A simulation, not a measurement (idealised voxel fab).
A process module follows: voxel trench capacitor.
Section shown: cut. Width: 240 nm. Cell size: 5 nm, square.
Reading order for cross-sections: top band down to bottom band. Underlying form: a grid of square cells. Band size: one or more rows of cells.
Heads up on the band format: heights come first, top then bottom, in nm. After that it's the materials left to right, each with its width in nm. A single material flagged "full width" fills the whole band edge to edge, and "empty" means there's empty space there.
Measure heights from 0. That's the level where, below it, the as-received wafer is all one material. The lowest band is bottomless and extends downward; write it as in "0 nm and below".
The two numbers in a width such as "30 to 40" mark its ends across the band: the first belongs to the top row of cells, the second to the bottom row, and from each row to the next the width moves by the same amount.
Given "no change" for a step, no cell of the cross-section differs between before and after that step.
Voids not open to the top, 8 cells minimum: see "Unvented internal voids". Written width x height at distance; distance is from the left edge; nm.
Past the settings on a step's line: simulator remark, on that step.
You can add "overlay nm" to a step's line. For a step with a mask, it describes how far the mask lay to the right of its planned position, and a negative number describes a lay to the left.
Steps planned for the process
step 1: op RECEIVE | material Si
step 2: op CONFORMAL_DEP | material SiN | thk nm 5
step 3: op DIRECTIONAL_DEP | material aC | thk nm 15
step 4: op PATTERN | tone open | mask id TRENCH | material resist | width nm 25 | pitch nm 50 | thk nm 30 | overlay nm 0
step 5: op DIRECTIONAL_ETCH | etch materials aC | depth nm 15
step 6: op STRIP | etch materials resist
step 7: op DIRECTIONAL_ETCH | etch materials SiN | depth nm 5
step 8: op DIRECTIONAL_ETCH | etch materials Si | depth nm 25
step 9: op STRIP | etch materials aC
step 10: op CONFORMAL_DEP | material SiO2 | thk nm 5
step 11: op FILL_DEP | material polySi | thk nm 10
step 12: op CMP | height nm 5
First of two wafers - as planned
Received-state cross-section, reflecting completion of step 1
- 0 nm and below  Si full width
- Unvented internal voids: none
Take a look at the wafer's cross-section after step 2
- 5 nm to 0 nm  SiN full width
- No changes below 0.
Take a look at the wafer's cross-section after step 3
- 20 nm to 5 nm  aC full width
- No changes below 5.
Take a look at the wafer's cross-section after step 4
- 50 nm to 20 nm  resist 55 | empty 25 | resist 25 | empty 25 | resist 25 | empty 25 | resist 60
- No changes below 20.
Take a look at the wafer's cross-section after step 5
- 35 nm to 20 nm  resist 55 | empty 25 | resist 25 | empty 25 | resist 25 | empty 25 | resist 60
- 20 nm to 5 nm  aC 55 | empty 25 | aC 25 | empty 25 | aC 25 | empty 25 | aC 60
- No changes below 5.
Take a look at the wafer's cross-section after step 6
- 20 nm to 5 nm  aC 55 | empty 25 | aC 25 | empty 25 | aC 25 | empty 25 | aC 60
- No changes below 5.
Take a look at the wafer's cross-section after step 7
- 20 nm to 5 nm  aC 55 | empty 25 | aC 25 | empty 25 | aC 25 | empty 25 | aC 60
- 5 nm to 0 nm  SiN 55 | empty 25 | SiN 25 | empty 25 | SiN 25 | empty 25 | SiN 60
- No changes below 0.
Take a look at the wafer's cross-section after step 8
- 20 nm to 5 nm  aC 55 | empty 25 | aC 25 | empty 25 | aC 25 | empty 25 | aC 60
- 5 nm to 0 nm  SiN 55 | empty 25 | SiN 25 | empty 25 | SiN 25 | empty 25 | SiN 60
- 0 nm to -25 nm  Si 55 | empty 25 | Si 25 | empty 25 | Si 25 | empty 25 | Si 60
- No changes below -25.
Take a look at the wafer's cross-section after step 9
- 5 nm to 0 nm  SiN 55 | empty 25 | SiN 25 | empty 25 | SiN 25 | empty 25 | SiN 60
- No changes below 0.
Take a look at the wafer's cross-section after step 10
- 10 nm to 5 nm  SiO2 60 | empty 15 | SiO2 35 | empty 15 | SiO2 35 | empty 15 | SiO2 65
- 5 nm to 0 nm  SiN 55 | SiO2 5 | empty 15 | SiO2 5 | SiN 25 | SiO2 5 | empty 15 | SiO2 5 | SiN 25 | SiO2 5 | empty 15 | SiO2 5 | SiN 60
- 0 nm to -20 nm  Si 55 | SiO2 5 | empty 15 | SiO2 5 | Si 25 | SiO2 5 | empty 15 | SiO2 5 | Si 25 | SiO2 5 | empty 15 | SiO2 5 | Si 60
- -20 nm to -25 nm  Si 55 | SiO2 25 | Si 25 | SiO2 25 | Si 25 | SiO2 25 | Si 60
- No changes below -25.
Take a look at the wafer's cross-section after step 11
- 20 nm to 10 nm  polySi full width
- 10 nm to 5 nm  SiO2 60 | polySi 15 | SiO2 35 | polySi 15 | SiO2 35 | polySi 15 | SiO2 65
- 5 nm to 0 nm  SiN 55 | SiO2 5 | polySi 15 | SiO2 5 | SiN 25 | SiO2 5 | polySi 15 | SiO2 5 | SiN 25 | SiO2 5 | polySi 15 | SiO2 5 | SiN 60
- 0 nm to -20 nm  Si 55 | SiO2 5 | polySi 15 | SiO2 5 | Si 25 | SiO2 5 | polySi 15 | SiO2 5 | Si 25 | SiO2 5 | polySi 15 | SiO2 5 | Si 60
- No changes below -20.
Take a look at the wafer's cross-section after step 12
- 5 nm to 0 nm  SiN 55 | SiO2 5 | polySi 15 | SiO2 5 | SiN 25 | SiO2 5 | polySi 15 | SiO2 5 | SiN 25 | SiO2 5 | polySi 15 | SiO2 5 | SiN 60
- No changes below 0.
Notes, second wafer: start = first wafer's, plan = first wafer's, execution had one mistake; history identical to first through step 3
Second wafer cross-section, taken as of the time the plan sets for step 4 to be done
- 50 nm to 20 nm  resist 60 | empty 25 | resist 25 | empty 25 | resist 25 | empty 25 | resist 55
- No changes below 20.
Second wafer cross-section, taken as of the time the plan sets for step 5 to be done
- 35 nm to 20 nm  resist 60 | empty 25 | resist 25 | empty 25 | resist 25 | empty 25 | resist 55
- 20 nm to 5 nm  aC 60 | empty 25 | aC 25 | empty 25 | aC 25 | empty 25 | aC 55
- No changes below 5.
Second wafer cross-section, taken as of the time the plan sets for step 6 to be done
- 20 nm to 5 nm  aC 60 | empty 25 | aC 25 | empty 25 | aC 25 | empty 25 | aC 55
- No changes below 5.
Second wafer cross-section, taken as of the time the plan sets for step 7 to be done
- 20 nm to 5 nm  aC 60 | empty 25 | aC 25 | empty 25 | aC 25 | empty 25 | aC 55
- 5 nm to 0 nm  SiN 60 | empty 25 | SiN 25 | empty 25 | SiN 25 | empty 25 | SiN 55
- No changes below 0.
Second wafer cross-section, taken as of the time the plan sets for step 8 to be done
- 20 nm to 5 nm  aC 60 | empty 25 | aC 25 | empty 25 | aC 25 | empty 25 | aC 55
- 5 nm to 0 nm  SiN 60 | empty 25 | SiN 25 | empty 25 | SiN 25 | empty 25 | SiN 55
- 0 nm to -25 nm  Si 60 | empty 25 | Si 25 | empty 25 | Si 25 | empty 25 | Si 55
- No changes below -25.
Second wafer cross-section, taken as of the time the plan sets for step 9 to be done
- 5 nm to 0 nm  SiN 60 | empty 25 | SiN 25 | empty 25 | SiN 25 | empty 25 | SiN 55
- No changes below 0.
Second wafer cross-section, taken as of the time the plan sets for step 10 to be done
- 10 nm to 5 nm  SiO2 65 | empty 15 | SiO2 35 | empty 15 | SiO2 35 | empty 15 | SiO2 60
- 5 nm to 0 nm  SiN 60 | SiO2 5 | empty 15 | SiO2 5 | SiN 25 | SiO2 5 | empty 15 | SiO2 5 | SiN 25 | SiO2 5 | empty 15 | SiO2 5 | SiN 55
- 0 nm to -20 nm  Si 60 | SiO2 5 | empty 15 | SiO2 5 | Si 25 | SiO2 5 | empty 15 | SiO2 5 | Si 25 | SiO2 5 | empty 15 | SiO2 5 | Si 55
- -20 nm to -25 nm  Si 60 | SiO2 25 | Si 25 | SiO2 25 | Si 25 | SiO2 25 | Si 55
- No changes below -25.
Second wafer cross-section, taken as of the time the plan sets for step 11 to be done
- 20 nm to 10 nm  polySi full width
- 10 nm to 5 nm  SiO2 65 | polySi 15 | SiO2 35 | polySi 15 | SiO2 35 | polySi 15 | SiO2 60
- 5 nm to 0 nm  SiN 60 | SiO2 5 | polySi 15 | SiO2 5 | SiN 25 | SiO2 5 | polySi 15 | SiO2 5 | SiN 25 | SiO2 5 | polySi 15 | SiO2 5 | SiN 55
- 0 nm to -20 nm  Si 60 | SiO2 5 | polySi 15 | SiO2 5 | Si 25 | SiO2 5 | polySi 15 | SiO2 5 | Si 25 | SiO2 5 | polySi 15 | SiO2 5 | Si 55
- No changes below -20.
Second wafer cross-section, taken as of the time the plan sets for step 12 to be done
- 5 nm to 0 nm  SiN 60 | SiO2 5 | polySi 15 | SiO2 5 | SiN 25 | SiO2 5 | polySi 15 | SiO2 5 | SiN 25 | SiO2 5 | polySi 15 | SiO2 5 | SiN 55
- No changes below 0.
what went wrong: step 4 ran with different settings than intended, the actual operation and settings being op PATTERN | tone open | mask id TRENCH | material resist | width nm 25 | pitch nm 50 | thk nm 30 | overlay nm 5
By the end, you'd get the same cell count for each material on either wafer, but the second wafer puts them somewhere else.
